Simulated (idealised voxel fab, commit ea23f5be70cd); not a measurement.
process module | voxel self aligned contacts
cross-section cut | 185 nm wide | cells 5 nm
A cross-section is a grid of square cells, given in bands from the top down. A band is one or more rows of cells.
Each band's line starts with the height of the band's top and of its bottom, in nm. Then come its materials from left to right, each with its width in nm. One material with "throughout" fills the band from edge to edge. "air" is empty space.
Height 0 is the level under which the wafer as received is all one material. The lowest band goes on downwards, as in "0 down".
A width such as "30 to 40" changes by the same amount from each row of cells to the next, from the band's top row to its bottom row.
"no change" after a step means that no cell of the cross-section changed.
closed voids: empty space of 8 cells or more with no open way to the top, each as width x height at its distance from the left edge, in nm
after a step's settings: what the simulator itself notes on the step
overlay nm, on a step with a mask: how far to the right of its planned place the mask lay; to the left if negative
plan
1 op RECEIVE | material Si
2 op CONFORMAL_DEP | material SiO2 | thk nm 5
3 op DIRECTIONAL_DEP | material polySi | thk nm 30
4 op DIRECTIONAL_DEP | material SiN | thk nm 20
5 op PATTERN | tone cover | mask id GATE | material resist | width nm 25 | pitch nm 60 | thk nm 20 | overlay nm 0
6 op DIRECTIONAL_ETCH | etch materials SiN | depth nm 20
7 op DIRECTIONAL_ETCH | etch materials polySi | depth nm 30
8 op STRIP | etch materials resist
9 op CONFORMAL_DEP | material SiN | thk nm 10
10 op DIRECTIONAL_ETCH | etch materials SiN | depth nm 10
11 op FILL_DEP | material SiO2 | thk nm 20
12 op CMP | height nm 65
13 op PATTERN | tone open | mask id CONTACT | material resist | width nm 45 | thk nm 15 | overlay nm 0
14 op DIRECTIONAL_ETCH | etch materials SiO2 | depth nm 65
15 op STRIP | etch materials resist
16 op CONFORMAL_DEP | material TiN | thk nm 5
17 op FILL_DEP | material W | thk nm 5
18 op CMP | height nm 65
19 op CONFORMAL_DEP | material SiCN | thk nm 5
first wafer, as planned
as received, after step 1
  0 down: Si throughout
  closed voids: none
after step 2
  5 to 0: SiO2 throughout
  below 0: unchanged
after step 3
  35 to 5: polySi throughout
  below 5: unchanged
after step 4
  55 to 35: SiN throughout
  below 35: unchanged
after step 5
  75 to 55: air 50 | resist 25 | air 35 | resist 25 | air 50
  below 55: unchanged
after step 6
  75 to 55: air 50 | resist 25 | air 35 | resist 25 | air 50
  55 to 35: air 50 | SiN 25 | air 35 | SiN 25 | air 50
  below 35: unchanged
after step 7
  75 to 55: air 50 | resist 25 | air 35 | resist 25 | air 50
  55 to 35: air 50 | SiN 25 | air 35 | SiN 25 | air 50
  35 to 5: air 50 | polySi 25 | air 35 | polySi 25 | air 50
  below 5: unchanged
after step 8
  55 to 35: air 50 | SiN 25 | air 35 | SiN 25 | air 50
  below 35: unchanged
after step 9
  65 to 35: air 40 | SiN 45 | air 15 | SiN 45 | air 40
  35 to 15: air 40 | SiN 10 | polySi 25 | SiN 10 | air 15 | SiN 10 | polySi 25 | SiN 10 | air 40
  15 to 5: SiN 50 | polySi 25 | SiN 35 | polySi 25 | SiN 50
  below 5: unchanged
after step 10
  55 to 35: air 40 | SiN 45 | air 15 | SiN 45 | air 40
  35 to 5: air 40 | SiN 10 | polySi 25 | SiN 10 | air 15 | SiN 10 | polySi 25 | SiN 10 | air 40
  below 5: unchanged
after step 11
  75 to 55: SiO2 throughout
  55 to 35: SiO2 40 | SiN 45 | SiO2 15 | SiN 45 | SiO2 40
  35 to 5: SiO2 40 | SiN 10 | polySi 25 | SiN 10 | SiO2 15 | SiN 10 | polySi 25 | SiN 10 | SiO2 40
  below 5: unchanged
after step 12
  65 to 55: SiO2 throughout
  below 55: unchanged
after step 13
  80 to 65: resist 70 | air 45 | resist 70
  below 65: unchanged
after step 14
  80 to 65: resist 70 | air 45 | resist 70
  65 to 55: SiO2 70 | air 45 | SiO2 70
  55 to 35: SiO2 40 | SiN 45 | air 15 | SiN 45 | SiO2 40
  35 to 5: SiO2 40 | SiN 10 | polySi 25 | SiN 10 | air 15 | SiN 10 | polySi 25 | SiN 10 | SiO2 40
  5 to 0: SiO2 85 | air 15 | SiO2 85
  below 0: unchanged
after step 15
  65 to 55: SiO2 70 | air 45 | SiO2 70
  below 55: unchanged
after step 16
  70 to 65: TiN 75 | air 35 | TiN 75
  65 to 55: SiO2 70 | TiN 5 to 20 | air 35 to 5 | TiN 5 to 20 | SiO2 70
  55 to 35: SiO2 40 | SiN 45 | TiN 5 | air 5 | TiN 5 | SiN 45 | SiO2 40
  35 to 5: SiO2 40 | SiN 10 | polySi 25 | SiN 10 | TiN 5 | air 5 | TiN 5 | SiN 10 | polySi 25 | SiN 10 | SiO2 40
  5 to 0: SiO2 85 | TiN 15 | SiO2 85
  below 0: unchanged
after step 17
  75 to 70: W throughout
  70 to 65: TiN 75 | W 35 | TiN 75
  65 to 55: SiO2 70 | TiN 5 to 20 | W 35 to 5 | TiN 5 to 20 | SiO2 70
  55 to 35: SiO2 40 | SiN 45 | TiN 5 | W 5 | TiN 5 | SiN 45 | SiO2 40
  35 to 5: SiO2 40 | SiN 10 | polySi 25 | SiN 10 | TiN 5 | W 5 | TiN 5 | SiN 10 | polySi 25 | SiN 10 | SiO2 40
  below 5: unchanged
after step 18
  65 to 55: SiO2 70 | TiN 5 to 20 | W 35 to 5 | TiN 5 to 20 | SiO2 70
  below 55: unchanged
after step 19
  70 to 65: SiCN throughout
  below 65: unchanged
second wafer: like start, like plan, one mistake. Through step 2 it matches the first wafer
when step 3 should have ended
  25 to 5: SiN throughout
  below 5: unchanged
when step 4 should have ended
  55 to 25: polySi throughout
  below 25: unchanged
when step 5 should have ended
  75 to 55: air 50 | resist 25 | air 35 | resist 25 | air 50
  below 55: unchanged
when step 6 should have ended: no change
when step 7 should have ended
  75 to 55: air 50 | resist 25 | air 35 | resist 25 | air 50
  55 to 25: air 50 | polySi 25 | air 35 | polySi 25 | air 50
  below 25: unchanged
when step 8 should have ended
  55 to 25: air 50 | polySi 25 | air 35 | polySi 25 | air 50
  below 25: unchanged
when step 9 should have ended
  65 to 55: air 40 | SiN 45 | air 15 | SiN 45 | air 40
  55 to 35: air 40 | SiN 10 | polySi 25 | SiN 10 | air 15 | SiN 10 | polySi 25 | SiN 10 | air 40
  35 to 25: SiN 50 | polySi 25 | SiN 35 | polySi 25 | SiN 50
  below 25: unchanged
when step 10 should have ended
  55 to 25: air 40 | SiN 10 | polySi 25 | SiN 10 | air 15 | SiN 10 | polySi 25 | SiN 10 | air 40
  below 25: unchanged
when step 11 should have ended
  75 to 55: SiO2 throughout
  55 to 25: SiO2 40 | SiN 10 | polySi 25 | SiN 10 | SiO2 15 | SiN 10 | polySi 25 | SiN 10 | SiO2 40
  below 25: unchanged
when step 12 should have ended
  65 to 55: SiO2 throughout
  below 55: unchanged
when step 13 should have ended
  80 to 65: resist 70 | air 45 | resist 70
  below 65: unchanged
when step 14 should have ended
  80 to 65: resist 70 | air 45 | resist 70
  65 to 55: SiO2 70 | air 45 | SiO2 70
  55 to 25: SiO2 40 | SiN 10 | polySi 25 | SiN 10 | air 15 | SiN 10 | polySi 25 | SiN 10 | SiO2 40
  below 25: unchanged
when step 15 should have ended
  65 to 55: SiO2 70 | air 45 | SiO2 70
  below 55: unchanged
when step 16 should have ended
  70 to 65: TiN 75 | air 35 | TiN 75
  65 to 55: SiO2 70 | TiN 5 to 20 | air 35 to 5 | TiN 5 to 20 | SiO2 70
  55 to 30: SiO2 40 | SiN 10 | polySi 25 | SiN 10 | TiN 5 | air 5 | TiN 5 | SiN 10 | polySi 25 | SiN 10 | SiO2 40
  30 to 25: SiO2 40 | SiN 10 | polySi 25 | SiN 10 | TiN 15 | SiN 10 | polySi 25 | SiN 10 | SiO2 40
  below 25: unchanged
when step 17 should have ended
  75 to 70: W throughout
  70 to 65: TiN 75 | W 35 | TiN 75
  65 to 55: SiO2 70 | TiN 5 to 20 | W 35 to 5 | TiN 5 to 20 | SiO2 70
  55 to 30: SiO2 40 | SiN 10 | polySi 25 | SiN 10 | TiN 5 | W 5 | TiN 5 | SiN 10 | polySi 25 | SiN 10 | SiO2 40
  below 30: unchanged
when step 18 should have ended
  65 to 55: SiO2 70 | TiN 5 to 20 | W 35 to 5 | TiN 5 to 20 | SiO2 70
  below 55: unchanged
when step 19 should have ended
  70 to 65: SiCN throughout
  below 65: unchanged
what went wrong: steps 3 and 4 were swapped
at the end the second wafer has, in cells: 76 more of SiN | 61 fewer of SiO2 | 10 fewer of TiN | 5 fewer of W
